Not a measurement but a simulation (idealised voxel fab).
The process module that follows is named voxel wiring stack.
Section cut is 265 nm wide and gridded with 5 nm square cells.
A cross-section is written here as square cells arranged in a grid, and it is given in bands from the top down, each band taking up one or more rows of cells. Band entry format. Leading values: height of top, height of bottom, nm. Remainder: materials in left-to-right order, each with its width in nm. Special words: "throughout" on a single material, which then fills the band edge to edge; "empty", empty space. Height reference: 0 = level under which incoming wafer is all one material. Lowest band: no bottom, runs on downward, e.g. "0..down". Think of "30 to 40" as a width that walks from the first number to the second as you go down the band, top row to bottom row, taking equal-sized steps from row to row. No cell of the cross-section changed in a step that is given as "no modification". "Closed void entries": empty spaces of 8 cells or more with no open way to the top, each given as width x height at distance, distance from the left edge, all in nm. If you see something after the settings on a step's line, that's the simulator's own remark about that step. overlay nm: where the mask lay relative to plan, measured to the right, on steps with a mask; negatives go left. If you're wondering how to read the rest of this, here's the deal. It's pairs of cross-sections: one from before a process step, one from after it. The after one is only drawn as far down as the lowest band that changed. Right under each pair you'll see which step sits between them and what its settings were. Don't read the pairs as one continuous story, though. They can come from different runs of this module on the same starting wafer, and a pair only carries on from the one above it where its entry headed "Prior to step" says so.

### Prior to step
* 90..80 | aC 75 nm | empty 25 nm | aC 20 nm | empty 25 nm | aC 20 nm | empty 25 nm | aC 75 nm
* 80..75 | lowk 75 nm | empty 25 nm | lowk 20 nm | empty 25 nm | lowk 20 nm | empty 25 nm | lowk 75 nm
* 75..65 | lowk 75 nm | empty 15 nm | aC 10 nm | lowk 20 nm | empty 15 nm | aC 10 nm | lowk 20 nm | empty 15 nm | aC 10 nm | lowk 75 nm
* 65..50 | lowk 75 nm | empty 15 nm | lowk 30 nm | empty 15 nm | lowk 30 nm | empty 15 nm | lowk 85 nm
* 50..45 | SiCN 75 nm | empty 15 nm | SiCN 30 nm | empty 15 nm | SiCN 30 nm | empty 15 nm | SiCN 85 nm
* 45..40 | SiO2 70 nm | SiN 35 nm | SiO2 10 nm | SiN 35 nm | SiO2 10 nm | SiN 35 nm | SiO2 70 nm
* 40..20 | SiO2 70 nm | SiN 5 nm | Ru 25 nm | SiN 5 nm | SiO2 10 nm | SiN 5 nm | Ru 25 nm | SiN 5 nm | SiO2 10 nm | SiN 5 nm | Ru 25 nm | SiN 5 nm | SiO2 70 nm
* 20..15 | SiN 75 nm | TiN 25 nm | SiN 20 nm | TiN 25 nm | SiN 20 nm | TiN 25 nm | SiN 75 nm
* 15..0 | SiO2 throughout
* 0..down | Si throughout
* Closed void entries: none

### Post-Process Section
* 80..65 | lowk 75 nm | empty 25 nm | lowk 20 nm | empty 25 nm | lowk 20 nm | empty 25 nm | lowk 75 nm
* Whatever lies below 65 is exactly as it was before.
* Closed void entries: none
It is this step that lies between the two cross-sections above: STRIP | etch materials aC

Prior to step: the cross-section after the pair above

### Post-Process Section
* 85..80 | TiN 80 nm | empty 15 nm | TiN 30 nm | empty 15 nm | TiN 30 nm | empty 15 nm | TiN 80 nm
* 80..70 | lowk 75 nm | TiN 5 nm | empty 15 nm | TiN 5 nm | lowk 20 nm | TiN 5 nm | empty 15 nm | TiN 5 nm | lowk 20 nm | TiN 5 nm | empty 15 nm | TiN 5 nm | lowk 75 nm
* 70..65 | lowk 75 nm | TiN 5 nm | empty 5 nm | TiN 15 nm | lowk 20 nm | TiN 5 nm | empty 5 nm | TiN 15 nm | lowk 20 nm | TiN 5 nm | empty 5 nm | TiN 15 nm | lowk 75 nm
* 65..50 | lowk 75 nm | TiN 5 nm | empty 5 nm | TiN 5 nm | lowk 30 nm | TiN 5 nm | empty 5 nm | TiN 5 nm | lowk 30 nm | TiN 5 nm | empty 5 nm | TiN 5 nm | lowk 85 nm
* 50..45 | SiCN 75 nm | TiN 15 nm | SiCN 30 nm | TiN 15 nm | SiCN 30 nm | TiN 15 nm | SiCN 85 nm
* Whatever lies below 45 is exactly as it was before.
* Closed void entries: none
It is this step that lies between the two cross-sections above: CONFORMAL_DEP | material TiN | thk nm 5

Prior to step: the cross-section after the pair above

### Post-Process Section
* 90..85 | Cu throughout
* 85..80 | TiN 80 nm | Cu 15 nm | TiN 30 nm | Cu 15 nm | TiN 30 nm | Cu 15 nm | TiN 80 nm
* 80..70 | lowk 75 nm | TiN 5 nm | Cu 15 nm | TiN 5 nm | lowk 20 nm | TiN 5 nm | Cu 15 nm | TiN 5 nm | lowk 20 nm | TiN 5 nm | Cu 15 nm | TiN 5 nm | lowk 75 nm
* 70..65 | lowk 75 nm | TiN 5 nm | Cu 5 nm | TiN 15 nm | lowk 20 nm | TiN 5 nm | Cu 5 nm | TiN 15 nm | lowk 20 nm | TiN 5 nm | Cu 5 nm | TiN 15 nm | lowk 75 nm
* 65..50 | lowk 75 nm | TiN 5 nm | Cu 5 nm | TiN 5 nm | lowk 30 nm | TiN 5 nm | Cu 5 nm | TiN 5 nm | lowk 30 nm | TiN 5 nm | Cu 5 nm | TiN 5 nm | lowk 85 nm
* Whatever lies below 50 is exactly as it was before.
* Closed void entries: none
It is this step that lies between the two cross-sections above: FILL_DEP | material Cu | thk nm 5

Prior to step: the cross-section after the pair above

### Post-Process Section
* 80..70 | lowk 75 nm | TiN 5 nm | Cu 15 nm | TiN 5 nm | lowk 20 nm | TiN 5 nm | Cu 15 nm | TiN 5 nm | lowk 20 nm | TiN 5 nm | Cu 15 nm | TiN 5 nm | lowk 75 nm
* Whatever lies below 70 is exactly as it was before.
* Closed void entries: none
It is this step that lies between the two cross-sections above: CMP | height nm 80

Prior to step: the cross-section after the pair above

### Post-Process Section
* 85..80 | SiCN throughout
* Whatever lies below 80 is exactly as it was before.
* Closed void entries: none
It is this step that lies between the two cross-sections above: CONFORMAL_DEP | material SiCN | thk nm 5

Prior to step: the cross-section after the pair above

### Post-Process Section
* 110..85 | SiO2 throughout
* Whatever lies below 85 is exactly as it was before.
* Closed void entries: none
It is this step that lies between the two cross-sections above: DIRECTIONAL_DEP | material SiO2 | thk nm 25

Prior to step: the cross-section after the pair above

### Post-Process Section
* 110..85 | SiO2 75 nm | empty 15 nm | SiO2 30 nm | empty 15 nm | SiO2 30 nm | empty 15 nm | SiO2 85 nm
* Whatever lies below 85 is exactly as it was before.
* Closed void entries: none
It is this step that lies between the two cross-sections above: MASKED_ETCH | tone open | mask id METAL_3_HOLES | width nm 15 | pitch nm 45 | etch materials SiO2 | depth nm 25 | overlay nm 0

Prior to step: the cross-section after the pair above

### Post-Process Section
* 125..110 | aC 75 nm | empty 15 nm | aC 30 nm | empty 15 nm | aC 30 nm | empty 15 nm | aC 85 nm
* 110..100 | SiO2 75 nm | empty 15 nm | SiO2 30 nm | empty 15 nm | SiO2 30 nm | empty 15 nm | SiO2 85 nm
* 100..85 | SiO2 75 nm | aC 15 nm | SiO2 30 nm | aC 15 nm | SiO2 30 nm | aC 15 nm | SiO2 85 nm
* Whatever lies below 85 is exactly as it was before.
* Closed void entries: none
It is this step that lies between the two cross-sections above: DIRECTIONAL_DEP | material aC | thk nm 15

Prior to step: the cross-section after the pair above

### Post-Process Section
* 160..125 | resist 75 nm | empty 25 nm | resist 20 nm | empty 25 nm | resist 20 nm | empty 25 nm | resist 75 nm
* Whatever lies below 125 is exactly as it was before.
* Closed void entries: none
It is this step that lies between the two cross-sections above: PATTERN | tone open | mask id METAL_3 | material resist | width nm 25 | pitch nm 45 | thk nm 35 | overlay nm 0

Prior to step: the cross-section after the pair above

### Post-Process Section
* 145..125 | resist 75 nm | empty 25 nm | resist 20 nm | empty 25 nm | resist 20 nm | empty 25 nm | resist 75 nm
* 125..110 | aC 75 nm | empty 25 nm | aC 20 nm | empty 25 nm | aC 20 nm | empty 25 nm | aC 75 nm
* 110..85 | SiO2 75 nm | empty 15 nm | SiO2 30 nm | empty 15 nm | SiO2 30 nm | empty 15 nm | SiO2 85 nm
* Whatever lies below 85 is exactly as it was before.
* Closed void entries: none
It is this step that lies between the two cross-sections above: DIRECTIONAL_ETCH | etch materials aC | depth nm 15

Prior to step: the cross-section after the pair above

### Post-Process Section
* 125..110 | aC 75 nm | empty 25 nm | aC 20 nm | empty 25 nm | aC 20 nm | empty 25 nm | aC 75 nm
* Whatever lies below 110 is exactly as it was before.
* Closed void entries: none
It is this step that lies between the two cross-sections above: STRIP | etch materials resist

Prior to step: the cross-section after the pair above

### Post-Process Section
* 125..110 | aC 75 nm | empty 25 nm | aC 20 nm | empty 25 nm | aC 20 nm | empty 25 nm | aC 75 nm
* 110..95 | SiO2 75 nm | empty 25 nm | SiO2 20 nm | empty 25 nm | SiO2 20 nm | empty 25 nm | SiO2 75 nm
* Whatever lies below 95 is exactly as it was before.
* Closed void entries: none
It is this step that lies between the two cross-sections above: DIRECTIONAL_ETCH | etch materials SiO2 | depth nm 15

Prior to step: the cross-section after the pair above

### Post-Process Section
* 125..110 | aC 75 nm | empty 25 nm | aC 20 nm | empty 25 nm | aC 20 nm | empty 25 nm | aC 75 nm
* 110..95 | SiO2 75 nm | empty 25 nm | SiO2 20 nm | empty 25 nm | SiO2 20 nm | empty 25 nm | SiO2 75 nm
* 95..85 | SiO2 75 nm | empty 15 nm | SiO2 30 nm | empty 15 nm | SiO2 30 nm | empty 15 nm | SiO2 85 nm
* 85..80 | SiCN 75 nm | empty 15 nm | SiCN 30 nm | empty 15 nm | SiCN 30 nm | empty 15 nm | SiCN 85 nm
* Whatever lies below 80 is exactly as it was before.
* Closed void entries: none
It is this step that lies between the two cross-sections above: DIRECTIONAL_ETCH | etch materials SiCN | depth nm 5

Prior to step: the cross-section after the pair above

### Post-Process Section
* 110..95 | SiO2 75 nm | empty 25 nm | SiO2 20 nm | empty 25 nm | SiO2 20 nm | empty 25 nm | SiO2 75 nm
* Whatever lies below 95 is exactly as it was before.
* Closed void entries: none
It is this step that lies between the two cross-sections above: STRIP | etch materials aC

Prior to step: the cross-section after the pair above

### Post-Process Section
* 115..110 | TiN 80 nm | empty 15 nm | TiN 30 nm | empty 15 nm | TiN 30 nm | empty 15 nm | TiN 80 nm
* 110..100 | SiO2 75 nm | TiN 5 nm | empty 15 nm | TiN 5 nm | SiO2 20 nm | TiN 5 nm | empty 15 nm | TiN 5 nm | SiO2 20 nm | TiN 5 nm | empty 15 nm | TiN 5 nm | SiO2 75 nm
* 100..95 | SiO2 75 nm | TiN 5 nm | empty 5 nm | TiN 15 nm | SiO2 20 nm | TiN 5 nm | empty 5 nm | TiN 15 nm | SiO2 20 nm | TiN 5 nm | empty 5 nm | TiN 15 nm | SiO2 75 nm
* 95..85 | SiO2 75 nm | TiN 5 nm | empty 5 nm | TiN 5 nm | SiO2 30 nm | TiN 5 nm | empty 5 nm | TiN 5 nm | SiO2 30 nm | TiN 5 nm | empty 5 nm | TiN 5 nm | SiO2 85 nm
* 85..80 | SiCN 75 nm | TiN 15 nm | SiCN 30 nm | TiN 15 nm | SiCN 30 nm | TiN 15 nm | SiCN 85 nm
* Whatever lies below 80 is exactly as it was before.
* Closed void entries: none
It is this step that lies between the two cross-sections above: CONFORMAL_DEP | material TiN | thk nm 5

Prior to step: the cross-section after the pair above

### Post-Process Section
* 120..115 | Cu throughout
* 115..110 | TiN 80 nm | Cu 15 nm | TiN 30 nm | Cu 15 nm | TiN 30 nm | Cu 15 nm | TiN 80 nm
* 110..100 | SiO2 75 nm | TiN 5 nm | Cu 15 nm | TiN 5 nm | SiO2 20 nm | TiN 5 nm | Cu 15 nm | TiN 5 nm | SiO2 20 nm | TiN 5 nm | Cu 15 nm | TiN 5 nm | SiO2 75 nm
* 100..95 | SiO2 75 nm | TiN 5 nm | Cu 5 nm | TiN 15 nm | SiO2 20 nm | TiN 5 nm | Cu 5 nm | TiN 15 nm | SiO2 20 nm | TiN 5 nm | Cu 5 nm | TiN 15 nm | SiO2 75 nm
* 95..85 | SiO2 75 nm | TiN 5 nm | Cu 5 nm | TiN 5 nm | SiO2 30 nm | TiN 5 nm | Cu 5 nm | TiN 5 nm | SiO2 30 nm | TiN 5 nm | Cu 5 nm | TiN 5 nm | SiO2 85 nm
* Whatever lies below 85 is exactly as it was before.
* Closed void entries: none
It is this step that lies between the two cross-sections above: FILL_DEP | material Cu | thk nm 5

Prior to step: the cross-section after the pair above

### Post-Process Section
* 110..100 | SiO2 75 nm | TiN 5 nm | Cu 15 nm | TiN 5 nm | SiO2 20 nm | TiN 5 nm | Cu 15 nm | TiN 5 nm | SiO2 20 nm | TiN 5 nm | Cu 15 nm | TiN 5 nm | SiO2 75 nm
* Whatever lies below 100 is exactly as it was before.
* Closed void entries: none
It is this step that lies between the two cross-sections above: CMP | height nm 110

Prior to step: the cross-section after the pair above

### Post-Process Section
* 115..110 | SiCN throughout
* Whatever lies below 110 is exactly as it was before.
* Closed void entries: none
It is this step that lies between the two cross-sections above: CONFORMAL_DEP | material SiCN | thk nm 5

Prior to step: the cross-section after the pair above

### Post-Process Section
* 145..115 | lowk throughout
* Whatever lies below 115 is exactly as it was before.
* Closed void entries: none
It is this step that lies between the two cross-sections above: DIRECTIONAL_DEP | material lowk | thk nm 30

Prior to step: the cross-section after the pair above

### Post-Process Section
* 145..125 | lowk 75 nm | empty 25 nm | lowk 20 nm | empty 25 nm | lowk 20 nm | empty 25 nm | lowk 75 nm
* Whatever lies below 125 is exactly as it was before.
* Closed void entries: none
It is this step that lies between the two cross-sections above: MASKED_ETCH | tone open | mask id METAL_4 | width nm 25 | pitch nm 45 | etch materials lowk | depth nm 20 | overlay nm 0

Prior to step: the cross-section after the pair above

### Post-Process Section
* 160..145 | resist 75 nm | empty 15 nm | resist 30 nm | empty 15 nm | resist 30 nm | empty 15 nm | resist 85 nm
* 145..125 | lowk 75 nm | empty 15 nm | resist 10 nm | lowk 20 nm | empty 15 nm | resist 10 nm | lowk 20 nm | empty 15 nm | resist 10 nm | lowk 75 nm
* Whatever lies below 125 is exactly as it was before.
* Closed void entries: none
It is this step that lies between the two cross-sections above: PATTERN | tone open | mask id METAL_4_HOLES | material resist | width nm 15 | pitch nm 45 | thk nm 15 | overlay nm 0

Prior to step: the cross-section after the pair above

### Post-Process Section
* 160..145 | resist 75 nm | empty 15 nm | resist 30 nm | empty 15 nm | resist 30 nm | empty 15 nm | resist 85 nm
* 145..125 | lowk 75 nm | empty 15 nm | resist 10 nm | lowk 20 nm | empty 15 nm | resist 10 nm | lowk 20 nm | empty 15 nm | resist 10 nm | lowk 75 nm
* 125..115 | lowk 75 nm | empty 15 nm | lowk 30 nm | empty 15 nm | lowk 30 nm | empty 15 nm | lowk 85 nm
* Whatever lies below 115 is exactly as it was before.
* Closed void entries: none
It is this step that lies between the two cross-sections above: DIRECTIONAL_ETCH | etch materials lowk | depth nm 10

Prior to step: the cross-section after the pair above

### Post-Process Section
* 160..145 | resist 75 nm | empty 15 nm | resist 30 nm | empty 15 nm | resist 30 nm | empty 15 nm | resist 85 nm
* 145..125 | lowk 75 nm | empty 15 nm | resist 10 nm | lowk 20 nm | empty 15 nm | resist 10 nm | lowk 20 nm | empty 15 nm | resist 10 nm | lowk 75 nm
* 125..115 | lowk 75 nm | empty 15 nm | lowk 30 nm | empty 15 nm | lowk 30 nm | empty 15 nm | lowk 85 nm
* 115..110 | SiCN 75 nm | empty 15 nm | SiCN 30 nm | empty 15 nm | SiCN 30 nm | empty 15 nm | SiCN 85 nm
* Whatever lies below 110 is exactly as it was before.
* Closed void entries: none
It is this step that lies between the two cross-sections above: DIRECTIONAL_ETCH | etch materials SiCN | depth nm 5

Prior to step: the cross-section after the pair above

### Post-Process Section
* 145..125 | lowk 75 nm | empty 25 nm | lowk 20 nm | empty 25 nm | lowk 20 nm | empty 25 nm | lowk 75 nm
* Whatever lies below 125 is exactly as it was before.
* Closed void entries: none
It is this step that lies between the two cross-sections above: STRIP | etch materials resist

Prior to step: the cross-section after the pair above

### Post-Process Section
* 150..145 | TiN 80 nm | empty 15 nm | TiN 30 nm | empty 15 nm | TiN 30 nm | empty 15 nm | TiN 80 nm
* 145..130 | lowk 75 nm | TiN 5 nm | empty 15 nm | TiN 5 nm | lowk 20 nm | TiN 5 nm | empty 15 nm | TiN 5 nm | lowk 20 nm | TiN 5 nm | empty 15 nm | TiN 5 nm | lowk 75 nm
* 130..125 | lowk 75 nm | TiN 5 nm | empty 5 nm | TiN 15 nm | lowk 20 nm | TiN 5 nm | empty 5 nm | TiN 15 nm | lowk 20 nm | TiN 5 nm | empty 5 nm | TiN 15 nm | lowk 75 nm
* 125..115 | lowk 75 nm | TiN 5 nm | empty 5 nm | TiN 5 nm | lowk 30 nm | TiN 5 nm | empty 5 nm | TiN 5 nm | lowk 30 nm | TiN 5 nm | empty 5 nm | TiN 5 nm | lowk 85 nm
* 115..110 | SiCN 75 nm | TiN 15 nm | SiCN 30 nm | TiN 15 nm | SiCN 30 nm | TiN 15 nm | SiCN 85 nm
* Whatever lies below 110 is exactly as it was before.
* Closed void entries: none
It is this step that lies between the two cross-sections above: CONFORMAL_DEP | material TiN | thk nm 5

Prior to step: the cross-section after the pair above

### Post-Process Section
* 160..150 | Cu throughout
* 150..145 | TiN 80 nm | Cu 15 nm | TiN 30 nm | Cu 15 nm | TiN 30 nm | Cu 15 nm | TiN 80 nm
* 145..130 | lowk 75 nm | TiN 5 nm | Cu 15 nm | TiN 5 nm | lowk 20 nm | TiN 5 nm | Cu 15 nm | TiN 5 nm | lowk 20 nm | TiN 5 nm | Cu 15 nm | TiN 5 nm | lowk 75 nm
* 130..125 | lowk 75 nm | TiN 5 nm | Cu 5 nm | TiN 15 nm | lowk 20 nm | TiN 5 nm | Cu 5 nm | TiN 15 nm | lowk 20 nm | TiN 5 nm | Cu 5 nm | TiN 15 nm | lowk 75 nm
* 125..115 | lowk 75 nm | TiN 5 nm | Cu 5 nm | TiN 5 nm | lowk 30 nm | TiN 5 nm | Cu 5 nm | TiN 5 nm | lowk 30 nm | TiN 5 nm | Cu 5 nm | TiN 5 nm | lowk 85 nm
* Whatever lies below 115 is exactly as it was before.
* Closed void entries: none
It is this step that lies between the two cross-sections above: FILL_DEP | material Cu | thk nm 10

Prior to step: the cross-section after the pair above

### Post-Process Section
* 145..130 | lowk 75 nm | TiN 5 nm | Cu 15 nm | TiN 5 nm | lowk 20 nm | TiN 5 nm | Cu 15 nm | TiN 5 nm | lowk 20 nm | TiN 5 nm | Cu 15 nm | TiN 5 nm | lowk 75 nm
* Whatever lies below 130 is exactly as it was before.
* Closed void entries: none
It is this step that lies between the two cross-sections above: CMP | height nm 145

Prior to step: the cross-section after the pair above

### Post-Process Section
* 150..145 | SiN throughout
* Whatever lies below 145 is exactly as it was before.
* Closed void entries: none
It is this step that lies between the two cross-sections above: CONFORMAL_DEP | material SiN | thk nm 5

### Prior to step
* 145..115 | lowk throughout
* 115..110 | SiCN throughout
* 110..100 | SiO2 75 nm | TiN 5 nm | Cu 15 nm | TiN 5 nm | SiO2 20 nm | TiN 5 nm | Cu 15 nm | TiN 5 nm | SiO2 20 nm | TiN 5 nm | Cu 15 nm | TiN 5 nm | SiO2 75 nm
* 100..95 | SiO2 75 nm | TiN 5 nm | Cu 5 nm | TiN 15 nm | SiO2 20 nm | TiN 5 nm | Cu 5 nm | TiN 15 nm | SiO2 20 nm | TiN 5 nm | Cu 5 nm | TiN 15 nm | SiO2 75 nm
* 95..85 | SiO2 75 nm | TiN 5 nm | Cu 5 nm | TiN 5 nm | SiO2 30 nm | TiN 5 nm | Cu 5 nm | TiN 5 nm | SiO2 30 nm | TiN 5 nm | Cu 5 nm | TiN 5 nm | SiO2 85 nm
* 85..80 | SiCN 75 nm | TiN 15 nm | SiCN 30 nm | TiN 15 nm | SiCN 30 nm | TiN 15 nm | SiCN 85 nm
* 80..70 | lowk 75 nm | TiN 5 nm | Cu 15 nm | TiN 5 nm | lowk 20 nm | TiN 5 nm | Cu 15 nm | TiN 5 nm | lowk 20 nm | TiN 5 nm | Cu 15 nm | TiN 5 nm | lowk 75 nm
* 70..65 | lowk 75 nm | TiN 5 nm | Cu 5 nm | TiN 15 nm | lowk 20 nm | TiN 5 nm | Cu 5 nm | TiN 15 nm | lowk 20 nm | TiN 5 nm | Cu 5 nm | TiN 15 nm | lowk 75 nm
* 65..50 | lowk 75 nm | TiN 5 nm | Cu 5 nm | TiN 5 nm | lowk 30 nm | TiN 5 nm | Cu 5 nm | TiN 5 nm | lowk 30 nm | TiN 5 nm | Cu 5 nm | TiN 5 nm | lowk 85 nm
* 50..45 | SiCN 75 nm | TiN 15 nm | SiCN 30 nm | TiN 15 nm | SiCN 30 nm | TiN 15 nm | SiCN 85 nm
* 45..20 | SiO2 70 nm | SiN 5 nm | Ru 25 nm | SiN 5 nm | SiO2 10 nm | SiN 5 nm | Ru 25 nm | SiN 5 nm | SiO2 10 nm | SiN 5 nm | Ru 25 nm | SiN 5 nm | SiO2 70 nm
* 20..15 | SiN 75 nm | TiN 25 nm | SiN 20 nm | TiN 25 nm | SiN 20 nm | TiN 25 nm | SiN 75 nm
* 15..0 | SiO2 throughout
* 0..down | Si throughout
* Closed void entries: none

### Post-Process Section
* 145..125 | lowk 80 nm | empty 20 nm | lowk 25 nm | empty 20 nm | lowk 25 nm | empty 20 nm | lowk 75 nm
* Whatever lies below 125 is exactly as it was before.
* Closed void entries: none
It is this step that lies between the two cross-sections above: MASKED_ETCH | tone open | mask id METAL_4 | width nm 20 | pitch nm 45 | etch materials lowk | depth nm 20 | overlay nm 0

Prior to step: the cross-section after the pair above

### Post-Process Section
* 160..145 | resist 75 nm | empty 15 nm | resist 30 nm | empty 15 nm | resist 30 nm | empty 15 nm | resist 85 nm
* 145..125 | lowk 80 nm | empty 10 nm | resist 10 nm | lowk 25 nm | empty 10 nm | resist 10 nm | lowk 25 nm | empty 10 nm | resist 10 nm | lowk 75 nm
* Whatever lies below 125 is exactly as it was before.
* Closed void entries: none
It is this step that lies between the two cross-sections above: PATTERN | tone open | mask id METAL_4_HOLES | material resist | width nm 15 | pitch nm 45 | thk nm 15 | overlay nm 0

Prior to step: the cross-section after the pair above

### Post-Process Section
* 160..145 | resist 75 nm | empty 15 nm | resist 30 nm | empty 15 nm | resist 30 nm | empty 15 nm | resist 85 nm
* 145..135 | lowk 75 nm | empty 15 nm | resist 10 nm | lowk 20 nm | empty 15 nm | resist 10 nm | lowk 20 nm | empty 15 nm | resist 10 nm | lowk 75 nm
* 135..125 | lowk 80 nm | empty 10 nm | resist 10 nm | lowk 25 nm | empty 10 nm | resist 10 nm | lowk 25 nm | empty 10 nm | resist 10 nm | lowk 75 nm
* 125..115 | lowk 80 nm | empty 10 nm | lowk 35 nm | empty 10 nm | lowk 35 nm | empty 10 nm | lowk 85 nm
* Whatever lies below 115 is exactly as it was before.
* Closed void entries: none
It is this step that lies between the two cross-sections above: DIRECTIONAL_ETCH | etch materials lowk | depth nm 10

Prior to step: the cross-section after the pair above

### Post-Process Section
* 160..145 | resist 75 nm | empty 15 nm | resist 30 nm | empty 15 nm | resist 30 nm | empty 15 nm | resist 85 nm
* 145..135 | lowk 75 nm | empty 15 nm | resist 10 nm | lowk 20 nm | empty 15 nm | resist 10 nm | lowk 20 nm | empty 15 nm | resist 10 nm | lowk 75 nm
* 135..125 | lowk 80 nm | empty 10 nm | resist 10 nm | lowk 25 nm | empty 10 nm | resist 10 nm | lowk 25 nm | empty 10 nm | resist 10 nm | lowk 75 nm
* 125..115 | lowk 80 nm | empty 10 nm | lowk 35 nm | empty 10 nm | lowk 35 nm | empty 10 nm | lowk 85 nm
* 115..110 | SiCN 80 nm | empty 10 nm | SiCN 35 nm | empty 10 nm | SiCN 35 nm | empty 10 nm | SiCN 85 nm
* Whatever lies below 110 is exactly as it was before.
* Closed void entries: none
It is this step that lies between the two cross-sections above: DIRECTIONAL_ETCH | etch materials SiCN | depth nm 5

Prior to step: the cross-section after the pair above

### Post-Process Section
* 145..135 | lowk 75 nm | empty 25 nm | lowk 20 nm | empty 25 nm | lowk 20 nm | empty 25 nm | lowk 75 nm
* 135..125 | lowk 80 nm | empty 20 nm | lowk 25 nm | empty 20 nm | lowk 25 nm | empty 20 nm | lowk 75 nm
* Whatever lies below 125 is exactly as it was before.
* Closed void entries: none
It is this step that lies between the two cross-sections above: STRIP | etch materials resist

Prior to step: the cross-section after the pair above

### Post-Process Section
* 150..145 | TiN 80 nm | empty 15 nm | TiN 30 nm | empty 15 nm | TiN 30 nm | empty 15 nm | TiN 80 nm
* 145..135 | lowk 75 nm | TiN 5 to 10 nm | empty 15 to 10 nm | TiN 5 nm | lowk 20 nm | TiN 5 to 10 nm | empty 15 to 10 nm | TiN 5 nm | lowk 20 nm | TiN 5 to 10 nm | empty 15 to 10 nm | TiN 5 nm | lowk 75 nm
* 135..130 | lowk 80 nm | TiN 5 nm | empty 10 nm | TiN 5 nm | lowk 25 nm | TiN 5 nm | empty 10 nm | TiN 5 nm | lowk 25 nm | TiN 5 nm | empty 10 nm | TiN 5 nm | lowk 75 nm
* 130..125 | lowk 80 nm | TiN 20 nm | lowk 25 nm | TiN 20 nm | lowk 25 nm | TiN 20 nm | lowk 75 nm
* 125..115 | lowk 80 nm | TiN 10 nm | lowk 35 nm | TiN 10 nm | lowk 35 nm | TiN 10 nm | lowk 85 nm
* 115..110 | SiCN 80 nm | TiN 10 nm | SiCN 35 nm | TiN 10 nm | SiCN 35 nm | TiN 10 nm | SiCN 85 nm
* Whatever lies below 110 is exactly as it was before.
* Closed void entries: none
It is this step that lies between the two cross-sections above: CONFORMAL_DEP | material TiN | thk nm 5

Prior to step: the cross-section after the pair above

### Post-Process Section
* 160..150 | Cu throughout
* 150..145 | TiN 80 nm | Cu 15 nm | TiN 30 nm | Cu 15 nm | TiN 30 nm | Cu 15 nm | TiN 80 nm
* 145..135 | lowk 75 nm | TiN 5 to 10 nm | Cu 15 to 10 nm | TiN 5 nm | lowk 20 nm | TiN 5 to 10 nm | Cu 15 to 10 nm | TiN 5 nm | lowk 20 nm | TiN 5 to 10 nm | Cu 15 to 10 nm | TiN 5 nm | lowk 75 nm
* 135..130 | lowk 80 nm | TiN 5 nm | Cu 10 nm | TiN 5 nm | lowk 25 nm | TiN 5 nm | Cu 10 nm | TiN 5 nm | lowk 25 nm | TiN 5 nm | Cu 10 nm | TiN 5 nm | lowk 75 nm
* Whatever lies below 130 is exactly as it was before.
* Closed void entries: none
It is this step that lies between the two cross-sections above: FILL_DEP | material Cu | thk nm 10

Prior to step: the cross-section after the pair above

### Post-Process Section
* 145..135 | lowk 75 nm | TiN 5 to 10 nm | Cu 15 to 10 nm | TiN 5 nm | lowk 20 nm | TiN 5 to 10 nm | Cu 15 to 10 nm | TiN 5 nm | lowk 20 nm | TiN 5 to 10 nm | Cu 15 to 10 nm | TiN 5 nm | lowk 75 nm
* Whatever lies below 135 is exactly as it was before.
* Closed void entries: none
It is this step that lies between the two cross-sections above: CMP | height nm 145

Prior to step: the cross-section after the pair above

### Post-Process Section
* 150..145 | SiN throughout
* Whatever lies below 145 is exactly as it was before.
* Closed void entries: none
It is this step that lies between the two cross-sections above: CONFORMAL_DEP | material SiN | thk nm 5

### Prior to step
* 125..110 | aC 75 nm | empty 15 nm | aC 30 nm | empty 15 nm | aC 30 nm | empty 15 nm | aC 85 nm
* 110..100 | SiO2 75 nm | empty 15 nm | SiO2 30 nm | empty 15 nm | SiO2 30 nm | empty 15 nm | SiO2 85 nm
* 100..85 | SiO2 75 nm | aC 15 nm | SiO2 30 nm | aC 15 nm | SiO2 30 nm | aC 15 nm | SiO2 85 nm
* 85..80 | SiCN throughout
* 80..70 | lowk 75 nm | TiN 5 nm | Cu 15 nm | TiN 5 nm | lowk 20 nm | TiN 5 nm | Cu 15 nm | TiN 5 nm | lowk 20 nm | TiN 5 nm | Cu 15 nm | TiN 5 nm | lowk 75 nm
* 70..65 | lowk 75 nm | TiN 5 nm | Cu 5 nm | TiN 15 nm | lowk 20 nm | TiN 5 nm | Cu 5 nm | TiN 15 nm | lowk 20 nm | TiN 5 nm | Cu 5 nm | TiN 15 nm | lowk 75 nm
* 65..50 | lowk 75 nm | TiN 5 nm | Cu 5 nm | TiN 5 nm | lowk 30 nm | TiN 5 nm | Cu 5 nm | TiN 5 nm | lowk 30 nm | TiN 5 nm | Cu 5 nm | TiN 5 nm | lowk 85 nm
* 50..45 | SiCN 75 nm | TiN 15 nm | SiCN 30 nm | TiN 15 nm | SiCN 30 nm | TiN 15 nm | SiCN 85 nm
* 45..20 | SiO2 70 nm | SiN 5 nm | Ru 25 nm | SiN 5 nm | SiO2 10 nm | SiN 5 nm | Ru 25 nm | SiN 5 nm | SiO2 10 nm | SiN 5 nm | Ru 25 nm | SiN 5 nm | SiO2 70 nm
* 20..15 | SiN 75 nm | TiN 25 nm | SiN 20 nm | TiN 25 nm | SiN 20 nm | TiN 25 nm | SiN 75 nm
* 15..0 | SiO2 throughout
* 0..down | Si throughout
* Closed void entries: none

### Post-Process Section
* 160..125 | resist 85 nm | empty 25 nm | resist 20 nm | empty 25 nm | resist 20 nm | empty 25 nm | resist 65 nm
* 125..110 | aC 75 nm | resist 10 nm | empty 5 nm | aC 30 nm | resist 10 nm | empty 5 nm | aC 30 nm | resist 10 nm | empty 5 nm | aC 85 nm
* 110..100 | SiO2 75 nm | resist 10 nm | empty 5 nm | SiO2 30 nm | resist 10 nm | empty 5 nm | SiO2 30 nm | resist 10 nm | empty 5 nm | SiO2 85 nm
* Whatever lies below 100 is exactly as it was before.
* Closed void entries: none
It is this step that lies between the two cross-sections above: PATTERN | tone open | mask id METAL_3 | material resist | width nm 25 | pitch nm 45 | thk nm 35 | overlay nm 10
